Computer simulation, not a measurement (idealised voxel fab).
Process module heading - voxel ribs on slabs
Pictured: cross-section cut, 275 nm wide, on a grid of 5 nm square cells.
Cross-section = grid of square cells, listed top down in bands; band = one or more rows. A band entry consists of two parts. The first gives the height of the band's top and the height of its bottom, in nm. The rest lists the band's materials from left to right, each with its width in nm. A single material labelled with the word "throughout" fills the band from edge to edge, and the word "air" marks empty space. For the purposes of this specification, 0 denotes the height below which the wafer in its as-received condition is composed wholly of one material, and the lowermost band, lacking a lower limit, extends downward without end, as expressed in "0 and below". Width spec "30 to 40" -> top row of cells at first value, bottom row at second value, equal per-row change in between. "remains unaltered" -> step changed no cross-section cell. "Sealed cavities" contains a list of empty spaces, each no smaller than 8 cells and without an open way to the top, written in the form width x height at distance with the distance from the left edge and all three in nm. Where a step's line continues beyond its settings, the continuation is a remark by the simulator itself on that step. "overlay nm" answers the question of how far to the right of plan the mask lay on a step that has a mask, and when it is negative the answer is to the left.

Process steps - plan:
| 1 | op RECEIVE | material Si |
| 2 | op DIRECTIONAL_DEP | material SiO2 | thk nm 20 |
| 3 | op DIRECTIONAL_DEP | material SiN | thk nm 15 |
| 4 | op PATTERN | tone cover | mask id RIB | material resist | width nm 25 | thk nm 20 | overlay nm 0 |
| 5 | op DIRECTIONAL_ETCH | etch materials SiN | depth nm 10 |
| 6 | op STRIP | etch materials resist |
| 7 | op DIRECTIONAL_DEP | material aC | thk nm 10 |
| 8 | op PATTERN | tone cover | mask id SLAB | material resist | width nm 75 | thk nm 25 | overlay nm -15 |
| 9 | op DIRECTIONAL_ETCH | etch materials aC | depth nm 10 |
| 10 | op STRIP | etch materials resist |
| 11 | op DIRECTIONAL_ETCH | etch materials SiN | depth nm 5 |
| 12 | op STRIP | etch materials aC |
| 13 | op FILL_DEP | material SiO2 | thk nm 30 |
| 14 | op CMP | height nm 55 |
| 15 | op DIRECTIONAL_DEP | material TiN | thk nm 10 |
| 16 | op PATTERN | tone cover | mask id HEATER | material resist | width nm 35 | thk nm 15 | overlay nm 0 |
| 17 | op DIRECTIONAL_ETCH | etch materials TiN | depth nm 10 |
| 18 | op STRIP | etch materials resist |
| 19 | op CONFORMAL_DEP | material SiN | thk nm 5 |
The overlay nm used in step 8 is not the same on every wafer, whereas the starting condition is; the value printed in the plan is the first wafer's.

Cross-section: the first of several wafers in its as-received state, i.e. following step 1:
> 0 and below: Si throughout
> Sealed cavities: none

Module end state after final step 19: cross-section of the first of several wafers:
> 70 down to 65: air 115; SiN 45; air 115
> 65 down to 60: air 115; SiN 5; TiN 35; SiN 5; air 115
> 60 down to 55: SiN 120; TiN 35; SiN 120
> 55 down to 35: SiO2 throughout
> 35 down to 25: SiO2 125; SiN 25; SiO2 125
> 25 down to 20: SiO2 85; SiN 75; SiO2 115
> 20 down to 0: SiO2 throughout
> 0 and below: Si throughout
> Sealed cavities: none

Wafer cross-section (last wafer, module end):
> 70 down to 65: air 115; SiN 45; air 115
> 65 down to 60: air 115; SiN 5; TiN 35; SiN 5; air 115
> 60 down to 55: SiN 120; TiN 35; SiN 120
> 55 down to 35: SiO2 throughout
> 35 down to 25: SiO2 125; SiN 25; SiO2 125
> 25 down to 20: SiO2 115; SiN 75; SiO2 85
> 20 down to 0: SiO2 throughout
> 0 and below: Si throughout
> Sealed cavities: none

Below is a per-wafer table. In it, each row describes the wafer at the end of the module by giving, for each material, the number of cells gained (+) or lost (-) since the wafer was received, and after that the closed voids of the wafer:
overlay nm -15 | +84 SiN | +580 SiO2 | +14 TiN | Sealed cavities: none
overlay nm -10 | +84 SiN | +580 SiO2 | +14 TiN | Sealed cavities: none
overlay nm -5 | +84 SiN | +580 SiO2 | +14 TiN | Sealed cavities: none
overlay nm 0 | +84 SiN | +580 SiO2 | +14 TiN | Sealed cavities: none
overlay nm 5 | +84 SiN | +580 SiO2 | +14 TiN | Sealed cavities: none
overlay nm 10 | +84 SiN | +580 SiO2 | +14 TiN | Sealed cavities: none
overlay nm 15 | +84 SiN | +580 SiO2 | +14 TiN | Sealed cavities: none
